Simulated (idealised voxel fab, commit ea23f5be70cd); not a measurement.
Process module under the name voxel gate over fins
The width of the displayed cross-section, cut, is 220 nm; its cells are square, with a size of 5 nm.
Think of the cross-section as a grid of square cells. We describe it in bands, top to bottom, and each band covers one or more rows of those cells. Band: top and bottom heights (nm) first, top before bottom; then materials from left to right, widths in nm. "edge to edge" marks a sole material filling the band edge to edge. "blank" denotes empty space. Height datum 0, below which the as-received substrate wafer is one material. Lowest band open at the bottom, running downward: "top 0, no bottom". Graded width ("30 to 40"): value in top row of band = first number; value in bottom row = second number; row-to-row change constant. For the purposes of this document, the phrase "stayed the same" attached to a step denotes that no cell within the cross-section was modified by that step. In "Sealed void list" the enclosed voids are listed, meaning empty spaces of 8 cells or larger without any opening to the top. The form is width x height at distance, distance from the left edge, units nm. The remark found on a step's line after its settings is issued by the simulator itself and pertains to that step. The line of a step may include "overlay nm". On a step with a mask, this value is how far to the right of its planned place the mask lay. A negative value means the mask lay to the left.

## List of planned process steps
1) RECEIVE,material Si
2) CONFORMAL_DEP,material SiN,thk nm 10
3) PATTERN,tone cover,mask id FINS,material resist,width nm 15,pitch nm 50,thk nm 20,overlay nm 0
4) DIRECTIONAL_ETCH,etch materials SiN,depth nm 10
5) DIRECTIONAL_ETCH,etch materials Si,depth nm 40
6) STRIP,etch materials resist
7) OXIDIZE,depth nm 5
8) FILL_DEP,material SiO2,thk nm 5
9) CMP,height nm 10
10) DIRECTIONAL_DEP,material aC,thk nm 10
11) PATTERN,tone open,mask id RAIL,material resist,width nm 15,thk nm 25,overlay nm 0
12) DIRECTIONAL_ETCH,etch materials aC,depth nm 10
13) STRIP,etch materials resist
14) DIRECTIONAL_ETCH,etch materials SiO2,depth nm 45
15) STRIP,etch materials aC
16) CONFORMAL_DEP,material TiN,thk nm 5
17) FILL_DEP,material W,thk nm 10
18) CMP,height nm 10
19) SELECTIVE_ETCH,etch materials W Ru TiN,depth nm 30
20) FILL_DEP,material SiO2,thk nm 5
21) CMP,height nm 10
22) SELECTIVE_ETCH,etch materials SiO2,depth nm 20
23) STRIP,etch materials SiN
24) CONFORMAL_DEP,material HfO2,thk nm 5
25) CONFORMAL_DEP,material TiN,thk nm 5
26) FILL_DEP,material W,thk nm 15
27) CMP,height nm 20
28) CONFORMAL_DEP,material SiCN,thk nm 5

## The first wafer of two, processed as planned

## Cross-section: wafer on arrival = after step 1
  top 0, no bottom | Si edge to edge
  Sealed void list: none

## The wafer in cross-section once step 2 is complete
  top 10, bottom 0 | SiN edge to edge
  Lower than 0, everything is as it was.

## The wafer in cross-section once step 3 is complete
  top 30, bottom 10 | 25 blank / 15 resist / 35 blank / 15 resist / 35 blank / 15 resist / 35 blank / 15 resist / 30 blank
  Lower than 10, everything is as it was.

## The wafer in cross-section once step 4 is complete
  top 30, bottom 10 | 25 blank / 15 resist / 35 blank / 15 resist / 35 blank / 15 resist / 35 blank / 15 resist / 30 blank
  top 10, bottom 0 | 25 blank / 15 SiN / 35 blank / 15 SiN / 35 blank / 15 SiN / 35 blank / 15 SiN / 30 blank
  Lower than 0, everything is as it was.

## The wafer in cross-section once step 5 is complete
  top 30, bottom 10 | 25 blank / 15 resist / 35 blank / 15 resist / 35 blank / 15 resist / 35 blank / 15 resist / 30 blank
  top 10, bottom 0 | 25 blank / 15 SiN / 35 blank / 15 SiN / 35 blank / 15 SiN / 35 blank / 15 SiN / 30 blank
  top 0, bottom -40 | 25 blank / 15 Si / 35 blank / 15 Si / 35 blank / 15 Si / 35 blank / 15 Si / 30 blank
  Lower than -40, everything is as it was.

## The wafer in cross-section once step 6 is complete
  top 10, bottom 0 | 25 blank / 15 SiN / 35 blank / 15 SiN / 35 blank / 15 SiN / 35 blank / 15 SiN / 30 blank
  Lower than 0, everything is as it was.

## The wafer in cross-section once step 7 is complete
  top 10, bottom 0 | 25 blank / 15 SiN / 35 blank / 15 SiN / 35 blank / 15 SiN / 35 blank / 15 SiN / 30 blank
  top 0, bottom -40 | 25 blank / 5 SiO2 / 5 Si / 5 SiO2 / 35 blank / 5 SiO2 / 5 Si / 5 SiO2 / 35 blank / 5 SiO2 / 5 Si / 5 SiO2 / 35 blank / 5 SiO2 / 5 Si / 5 SiO2 / 30 blank
  top -40, bottom -45 | 30 SiO2 / 5 Si / 45 SiO2 / 5 Si / 45 SiO2 / 5 Si / 45 SiO2 / 5 Si / 35 SiO2
  Lower than -45, everything is as it was.

## The wafer in cross-section once step 8 is complete
  top 15, bottom 10 | SiO2 edge to edge
  top 10, bottom 0 | 25 SiO2 / 15 SiN / 35 SiO2 / 15 SiN / 35 SiO2 / 15 SiN / 35 SiO2 / 15 SiN / 30 SiO2
  top 0, bottom -45 | 30 SiO2 / 5 Si / 45 SiO2 / 5 Si / 45 SiO2 / 5 Si / 45 SiO2 / 5 Si / 35 SiO2
  Lower than -45, everything is as it was.

## The wafer in cross-section once step 9 is complete
  top 10, bottom 0 | 25 SiO2 / 15 SiN / 35 SiO2 / 15 SiN / 35 SiO2 / 15 SiN / 35 SiO2 / 15 SiN / 30 SiO2
  Lower than 0, everything is as it was.

## The wafer in cross-section once step 10 is complete
  top 20, bottom 10 | aC edge to edge
  Lower than 10, everything is as it was.

## The wafer in cross-section once step 11 is complete
  top 45, bottom 20 | 50 resist / 15 blank / 155 resist
  Lower than 20, everything is as it was.

## The wafer in cross-section once step 12 is complete
  top 35, bottom 20 | 50 resist / 15 blank / 155 resist
  top 20, bottom 10 | 50 aC / 15 blank / 155 aC
  Lower than 10, everything is as it was.

## The wafer in cross-section once step 13 is complete
  top 20, bottom 10 | 50 aC / 15 blank / 155 aC
  Lower than 10, everything is as it was.

## The wafer in cross-section once step 14 is complete
  top 20, bottom 10 | 50 aC / 15 blank / 155 aC
  top 10, bottom 0 | 25 SiO2 / 15 SiN / 10 SiO2 / 15 blank / 10 SiO2 / 15 SiN / 35 SiO2 / 15 SiN / 35 SiO2 / 15 SiN / 30 SiO2
  top 0, bottom -35 | 30 SiO2 / 5 Si / 15 SiO2 / 15 blank / 15 SiO2 / 5 Si / 45 SiO2 / 5 Si / 45 SiO2 / 5 Si / 35 SiO2
  Lower than -35, everything is as it was.

## The wafer in cross-section once step 15 is complete
  top 10, bottom 0 | 25 SiO2 / 15 SiN / 10 SiO2 / 15 blank / 10 SiO2 / 15 SiN / 35 SiO2 / 15 SiN / 35 SiO2 / 15 SiN / 30 SiO2
  Lower than 0, everything is as it was.

## The wafer in cross-section once step 16 is complete
  top 15, bottom 10 | 55 TiN / 5 blank / 160 TiN
  top 10, bottom 0 | 25 SiO2 / 15 SiN / 10 SiO2 / 5 TiN / 5 blank / 5 TiN / 10 SiO2 / 15 SiN / 35 SiO2 / 15 SiN / 35 SiO2 / 15 SiN / 30 SiO2
  top 0, bottom -30 | 30 SiO2 / 5 Si / 15 SiO2 / 5 TiN / 5 blank / 5 TiN / 15 SiO2 / 5 Si / 45 SiO2 / 5 Si / 45 SiO2 / 5 Si / 35 SiO2
  top -30, bottom -35 | 30 SiO2 / 5 Si / 15 SiO2 / 15 TiN / 15 SiO2 / 5 Si / 45 SiO2 / 5 Si / 45 SiO2 / 5 Si / 35 SiO2
  Lower than -35, everything is as it was.

## The wafer in cross-section once step 17 is complete
  top 25, bottom 15 | W edge to edge
  top 15, bottom 10 | 55 TiN / 5 W / 160 TiN
  top 10, bottom 0 | 25 SiO2 / 15 SiN / 10 SiO2 / 5 TiN / 5 W / 5 TiN / 10 SiO2 / 15 SiN / 35 SiO2 / 15 SiN / 35 SiO2 / 15 SiN / 30 SiO2
  top 0, bottom -30 | 30 SiO2 / 5 Si / 15 SiO2 / 5 TiN / 5 W / 5 TiN / 15 SiO2 / 5 Si / 45 SiO2 / 5 Si / 45 SiO2 / 5 Si / 35 SiO2
  Lower than -30, everything is as it was.

## The wafer in cross-section once step 18 is complete
  top 10, bottom 0 | 25 SiO2 / 15 SiN / 10 SiO2 / 5 TiN / 5 W / 5 TiN / 10 SiO2 / 15 SiN / 35 SiO2 / 15 SiN / 35 SiO2 / 15 SiN / 30 SiO2
  Lower than 0, everything is as it was.

## The wafer in cross-section once step 19 is complete
  top 10, bottom 0 | 25 SiO2 / 15 SiN / 10 SiO2 / 15 blank / 10 SiO2 / 15 SiN / 35 SiO2 / 15 SiN / 35 SiO2 / 15 SiN / 30 SiO2
  top 0, bottom -20 | 30 SiO2 / 5 Si / 15 SiO2 / 15 blank / 15 SiO2 / 5 Si / 45 SiO2 / 5 Si / 45 SiO2 / 5 Si / 35 SiO2
  Lower than -20, everything is as it was.

## The wafer in cross-section once step 20 is complete
  top 15, bottom 10 | SiO2 edge to edge
  top 10, bottom 0 | 25 SiO2 / 15 SiN / 35 SiO2 / 15 SiN / 35 SiO2 / 15 SiN / 35 SiO2 / 15 SiN / 30 SiO2
  top 0, bottom -20 | 30 SiO2 / 5 Si / 45 SiO2 / 5 Si / 45 SiO2 / 5 Si / 45 SiO2 / 5 Si / 35 SiO2
  Lower than -20, everything is as it was.

## The wafer in cross-section once step 21 is complete
  top 10, bottom 0 | 25 SiO2 / 15 SiN / 35 SiO2 / 15 SiN / 35 SiO2 / 15 SiN / 35 SiO2 / 15 SiN / 30 SiO2
  Lower than 0, everything is as it was.

## The wafer in cross-section once step 22 is complete
  top 10, bottom 0 | 25 blank / 15 SiN / 35 blank / 15 SiN / 35 blank / 15 SiN / 35 blank / 15 SiN / 30 blank
  top 0, bottom -10 | 30 blank / 5 Si / 45 blank / 5 Si / 45 blank / 5 Si / 45 blank / 5 Si / 35 blank
  Lower than -10, everything is as it was.

## The wafer in cross-section once step 23 is complete
  top 0, bottom -10 | 30 blank / 5 Si / 45 blank / 5 Si / 45 blank / 5 Si / 45 blank / 5 Si / 35 blank
  Lower than -10, everything is as it was.

## The wafer in cross-section once step 24 is complete
  top 5, bottom 0 | 25 blank / 15 HfO2 / 35 blank / 15 HfO2 / 35 blank / 15 HfO2 / 35 blank / 15 HfO2 / 30 blank
  top 0, bottom -5 | 25 blank / 5 HfO2 / 5 Si / 5 HfO2 / 35 blank / 5 HfO2 / 5 Si / 5 HfO2 / 35 blank / 5 HfO2 / 5 Si / 5 HfO2 / 35 blank / 5 HfO2 / 5 Si / 5 HfO2 / 30 blank
  top -5, bottom -10 | 30 HfO2 / 5 Si / 45 HfO2 / 5 Si / 45 HfO2 / 5 Si / 45 HfO2 / 5 Si / 35 HfO2
  Lower than -10, everything is as it was.

## The wafer in cross-section once step 25 is complete
  top 10, bottom 5 | 20 blank / 25 TiN / 25 blank / 25 TiN / 25 blank / 25 TiN / 25 blank / 25 TiN / 25 blank
  top 5, bottom 0 | 20 blank / 5 TiN / 15 HfO2 / 5 TiN / 25 blank / 5 TiN / 15 HfO2 / 5 TiN / 25 blank / 5 TiN / 15 HfO2 / 5 TiN / 25 blank / 5 TiN / 15 HfO2 / 5 TiN / 25 blank
  top 0, bottom -5 | 25 TiN / 5 HfO2 / 5 Si / 5 HfO2 / 35 TiN / 5 HfO2 / 5 Si / 5 HfO2 / 35 TiN / 5 HfO2 / 5 Si / 5 HfO2 / 35 TiN / 5 HfO2 / 5 Si / 5 HfO2 / 30 TiN
  Lower than -5, everything is as it was.

## The wafer in cross-section once step 26 is complete
  top 25, bottom 10 | W edge to edge
  top 10, bottom 5 | 20 W / 25 TiN / 25 W / 25 TiN / 25 W / 25 TiN / 25 W / 25 TiN / 25 W
  top 5, bottom 0 | 20 W / 5 TiN / 15 HfO2 / 5 TiN / 25 W / 5 TiN / 15 HfO2 / 5 TiN / 25 W / 5 TiN / 15 HfO2 / 5 TiN / 25 W / 5 TiN / 15 HfO2 / 5 TiN / 25 W
  Lower than 0, everything is as it was.

## The wafer in cross-section once step 27 is complete
  top 20, bottom 10 | W edge to edge
  Lower than 10, everything is as it was.

## The wafer in cross-section once step 28 is complete
  top 25, bottom 20 | SiCN edge to edge
  Lower than 20, everything is as it was.

## Second wafer, same starting state and plan as the first, one mistake in the run, identical through step 7

## Cross-section, second wafer, at the end time the plan gives for step 8
  top 15, bottom 10 | aC edge to edge
  top 10, bottom 0 | 25 aC / 15 SiN / 35 aC / 15 SiN / 35 aC / 15 SiN / 35 aC / 15 SiN / 30 aC
  top 0, bottom -40 | 25 aC / 5 SiO2 / 5 Si / 5 SiO2 / 35 aC / 5 SiO2 / 5 Si / 5 SiO2 / 35 aC / 5 SiO2 / 5 Si / 5 SiO2 / 35 aC / 5 SiO2 / 5 Si / 5 SiO2 / 30 aC
  Lower than -40, everything is as it was.

## Cross-section, second wafer, at the end time the plan gives for step 9
  top 10, bottom 0 | 25 aC / 15 SiN / 35 aC / 15 SiN / 35 aC / 15 SiN / 35 aC / 15 SiN / 30 aC
  Lower than 0, everything is as it was.

## Cross-section, second wafer, at the end time the plan gives for step 10
  top 20, bottom 10 | aC edge to edge
  Lower than 10, everything is as it was.

## Cross-section, second wafer, at the end time the plan gives for step 11
  top 45, bottom 20 | 50 resist / 15 blank / 155 resist
  Lower than 20, everything is as it was.

## Cross-section, second wafer, at the end time the plan gives for step 12
  top 35, bottom 20 | 50 resist / 15 blank / 155 resist
  top 20, bottom 10 | 50 aC / 15 blank / 155 aC
  Lower than 10, everything is as it was.

## Cross-section, second wafer, at the end time the plan gives for step 13
  top 20, bottom 10 | 50 aC / 15 blank / 155 aC
  Lower than 10, everything is as it was.

Cross-section, second wafer, at the end time the plan gives for step 14: stayed the same

## Cross-section, second wafer, at the end time the plan gives for step 15
  top 10, bottom 0 | 25 blank / 15 SiN / 35 blank / 15 SiN / 35 blank / 15 SiN / 35 blank / 15 SiN / 30 blank
  top 0, bottom -40 | 25 blank / 5 SiO2 / 5 Si / 5 SiO2 / 35 blank / 5 SiO2 / 5 Si / 5 SiO2 / 35 blank / 5 SiO2 / 5 Si / 5 SiO2 / 35 blank / 5 SiO2 / 5 Si / 5 SiO2 / 30 blank
  Lower than -40, everything is as it was.

## Cross-section, second wafer, at the end time the plan gives for step 16
  top 15, bottom 10 | 20 blank / 25 TiN / 25 blank / 25 TiN / 25 blank / 25 TiN / 25 blank / 25 TiN / 25 blank
  top 10, bottom 0 | 20 blank / 5 TiN / 15 SiN / 5 TiN / 25 blank / 5 TiN / 15 SiN / 5 TiN / 25 blank / 5 TiN / 15 SiN / 5 TiN / 25 blank / 5 TiN / 15 SiN / 5 TiN / 25 blank
  top 0, bottom -35 | 20 blank / 5 TiN / 5 SiO2 / 5 Si / 5 SiO2 / 5 TiN / 25 blank / 5 TiN / 5 SiO2 / 5 Si / 5 SiO2 / 5 TiN / 25 blank / 5 TiN / 5 SiO2 / 5 Si / 5 SiO2 / 5 TiN / 25 blank / 5 TiN / 5 SiO2 / 5 Si / 5 SiO2 / 5 TiN / 25 blank
  top -35, bottom -40 | 25 TiN / 5 SiO2 / 5 Si / 5 SiO2 / 35 TiN / 5 SiO2 / 5 Si / 5 SiO2 / 35 TiN / 5 SiO2 / 5 Si / 5 SiO2 / 35 TiN / 5 SiO2 / 5 Si / 5 SiO2 / 30 TiN
  Lower than -40, everything is as it was.

## Cross-section, second wafer, at the end time the plan gives for step 17
  top 25, bottom 15 | W edge to edge
  top 15, bottom 10 | 20 W / 25 TiN / 25 W / 25 TiN / 25 W / 25 TiN / 25 W / 25 TiN / 25 W
  top 10, bottom 0 | 20 W / 5 TiN / 15 SiN / 5 TiN / 25 W / 5 TiN / 15 SiN / 5 TiN / 25 W / 5 TiN / 15 SiN / 5 TiN / 25 W / 5 TiN / 15 SiN / 5 TiN / 25 W
  top 0, bottom -35 | 20 W / 5 TiN / 5 SiO2 / 5 Si / 5 SiO2 / 5 TiN / 25 W / 5 TiN / 5 SiO2 / 5 Si / 5 SiO2 / 5 TiN / 25 W / 5 TiN / 5 SiO2 / 5 Si / 5 SiO2 / 5 TiN / 25 W / 5 TiN / 5 SiO2 / 5 Si / 5 SiO2 / 5 TiN / 25 W
  Lower than -35, everything is as it was.

## Cross-section, second wafer, at the end time the plan gives for step 18
  top 10, bottom 0 | 20 W / 5 TiN / 15 SiN / 5 TiN / 25 W / 5 TiN / 15 SiN / 5 TiN / 25 W / 5 TiN / 15 SiN / 5 TiN / 25 W / 5 TiN / 15 SiN / 5 TiN / 25 W
  Lower than 0, everything is as it was.

## Cross-section, second wafer, at the end time the plan gives for step 19
  top 10, bottom 0 | 25 blank / 15 SiN / 35 blank / 15 SiN / 35 blank / 15 SiN / 35 blank / 15 SiN / 30 blank
  top 0, bottom -20 | 25 blank / 5 SiO2 / 5 Si / 5 SiO2 / 35 blank / 5 SiO2 / 5 Si / 5 SiO2 / 35 blank / 5 SiO2 / 5 Si / 5 SiO2 / 35 blank / 5 SiO2 / 5 Si / 5 SiO2 / 30 blank
  Lower than -20, everything is as it was.

## Cross-section, second wafer, at the end time the plan gives for step 20
  top 15, bottom 10 | SiO2 edge to edge
  top 10, bottom 0 | 25 SiO2 / 15 SiN / 35 SiO2 / 15 SiN / 35 SiO2 / 15 SiN / 35 SiO2 / 15 SiN / 30 SiO2
  top 0, bottom -20 | 30 SiO2 / 5 Si / 45 SiO2 / 5 Si / 45 SiO2 / 5 Si / 45 SiO2 / 5 Si / 35 SiO2
  Lower than -20, everything is as it was.

## Cross-section, second wafer, at the end time the plan gives for step 21
  top 10, bottom 0 | 25 SiO2 / 15 SiN / 35 SiO2 / 15 SiN / 35 SiO2 / 15 SiN / 35 SiO2 / 15 SiN / 30 SiO2
  Lower than 0, everything is as it was.

## Cross-section, second wafer, at the end time the plan gives for step 22
  top 10, bottom 0 | 25 blank / 15 SiN / 35 blank / 15 SiN / 35 blank / 15 SiN / 35 blank / 15 SiN / 30 blank
  top 0, bottom -10 | 30 blank / 5 Si / 45 blank / 5 Si / 45 blank / 5 Si / 45 blank / 5 Si / 35 blank
  Lower than -10, everything is as it was.

## Cross-section, second wafer, at the end time the plan gives for step 23
  top 0, bottom -10 | 30 blank / 5 Si / 45 blank / 5 Si / 45 blank / 5 Si / 45 blank / 5 Si / 35 blank
  Lower than -10, everything is as it was.

## Cross-section, second wafer, at the end time the plan gives for step 24
  top 5, bottom 0 | 25 blank / 15 HfO2 / 35 blank / 15 HfO2 / 35 blank / 15 HfO2 / 35 blank / 15 HfO2 / 30 blank
  top 0, bottom -5 | 25 blank / 5 HfO2 / 5 Si / 5 HfO2 / 35 blank / 5 HfO2 / 5 Si / 5 HfO2 / 35 blank / 5 HfO2 / 5 Si / 5 HfO2 / 35 blank / 5 HfO2 / 5 Si / 5 HfO2 / 30 blank
  top -5, bottom -10 | 30 HfO2 / 5 Si / 45 HfO2 / 5 Si / 45 HfO2 / 5 Si / 45 HfO2 / 5 Si / 35 HfO2
  Lower than -10, everything is as it was.

## Cross-section, second wafer, at the end time the plan gives for step 25
  top 10, bottom 5 | 20 blank / 25 TiN / 25 blank / 25 TiN / 25 blank / 25 TiN / 25 blank / 25 TiN / 25 blank
  top 5, bottom 0 | 20 blank / 5 TiN / 15 HfO2 / 5 TiN / 25 blank / 5 TiN / 15 HfO2 / 5 TiN / 25 blank / 5 TiN / 15 HfO2 / 5 TiN / 25 blank / 5 TiN / 15 HfO2 / 5 TiN / 25 blank
  top 0, bottom -5 | 25 TiN / 5 HfO2 / 5 Si / 5 HfO2 / 35 TiN / 5 HfO2 / 5 Si / 5 HfO2 / 35 TiN / 5 HfO2 / 5 Si / 5 HfO2 / 35 TiN / 5 HfO2 / 5 Si / 5 HfO2 / 30 TiN
  Lower than -5, everything is as it was.

## Cross-section, second wafer, at the end time the plan gives for step 26
  top 25, bottom 10 | W edge to edge
  top 10, bottom 5 | 20 W / 25 TiN / 25 W / 25 TiN / 25 W / 25 TiN / 25 W / 25 TiN / 25 W
  top 5, bottom 0 | 20 W / 5 TiN / 15 HfO2 / 5 TiN / 25 W / 5 TiN / 15 HfO2 / 5 TiN / 25 W / 5 TiN / 15 HfO2 / 5 TiN / 25 W / 5 TiN / 15 HfO2 / 5 TiN / 25 W
  Lower than 0, everything is as it was.

## Cross-section, second wafer, at the end time the plan gives for step 27
  top 20, bottom 10 | W edge to edge
  Lower than 10, everything is as it was.

## Cross-section, second wafer, at the end time the plan gives for step 28
  top 25, bottom 20 | SiCN edge to edge
  Lower than 20, everything is as it was.
Want to know what went wrong? note that step 8 departed from the planned setting and was carried out as FILL_DEP,material aC,thk nm 5
The final cell counts differ between the wafers, with the second having more or fewer of some materials than the first: -119 SiO2, +49 TiN, +70 W
